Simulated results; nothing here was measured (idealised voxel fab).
Title: Process Module voxel double patterning
255 nm wide, 5 nm square cells: that's cross-section cut.
In what follows, cross-sections appear as grids of square cells, described through bands that run from the top down, where every band is one or more rows of cells.
Quick guide to a band line: top height, bottom height (nm) up front; then every material left to right with its width in nm. Only one material and it's marked "everywhere"? Then it fills the band edge to edge. And "air" just means empty space.
A quick word on heights: they are counted from 0, and under that level the wafer as it came to us is one material throughout. The lowest band is different from the rest in having no bottom; it simply continues downward, written as in "z 0 and below".
When a width is written as two numbers, as in "30..40", the first number is the width in the top row of cells of the band and the second is the width in its bottom row, and the width changes by the same amount from each row to the next.
Reading "remained the same" for a step: not a cell of the cross-section changed in it.
Closed-off voids of 8+ cells (no open route to the top) go in "Enclosed internal voids", written width x height at distance from the left edge, in nm.
It should be noted that, on the line of a given step, the content following the step's settings is a remark produced by the simulator itself with respect to that step.
overlay nm: where the mask lay relative to plan, measured to the right, on steps with a mask; negatives go left.
PLANNED STEP LIST FOR THE PROCESS
step 1: RECEIVE (material Si)
step 2: CONFORMAL_DEP (material SiO2; thk nm 10)
step 3: DIRECTIONAL_DEP (material polySi; thk nm 15)
step 4: DIRECTIONAL_DEP (material SiCN; thk nm 5)
step 5: DIRECTIONAL_DEP (material aC; thk nm 15)
step 6: PATTERN (tone open; mask id FIRST; material resist; width nm 15; pitch nm 50; thk nm 30; overlay nm 0)
step 7: DIRECTIONAL_ETCH (etch materials aC; depth nm 15)
step 8: STRIP (etch materials resist)
step 9: DIRECTIONAL_ETCH (etch materials SiCN; depth nm 5)
step 10: STRIP (etch materials aC)
step 11: MASKED_ETCH (tone open; mask id SECOND; width nm 15; pitch nm 50; etch materials SiCN; depth nm 5; overlay nm 0)
step 12: DIRECTIONAL_ETCH (etch materials polySi; depth nm 15)
step 13: STRIP (etch materials SiCN)
Across this set of wafers, the varied parameter is the width nm of step 11. Starting conditions are identical for every wafer, and the plan reports the value assigned to the first wafer.
FIRST OF SEVERAL WAFERS, RECEIVED AFTER STEP 1, IN CROSS-SECTION
* z 0 and below  Si everywhere
* Enclosed internal voids: none
BELOW: A ROW PER WAFER. CONTENTS AT END OF MODULE: FOR EVERY MATERIAL, CELLS GAINED SINCE RECEIPT (+) OR LOST SINCE RECEIPT (-); THEN CLOSED VOIDS
width nm 15; +102 SiO2; +108 polySi; Enclosed internal voids: none
width nm 20; +102 SiO2; +102 polySi; Enclosed internal voids: none
width nm 25; +102 SiO2; +96 polySi; Enclosed internal voids: none
width nm 30; +102 SiO2; +90 polySi; Enclosed internal voids: none
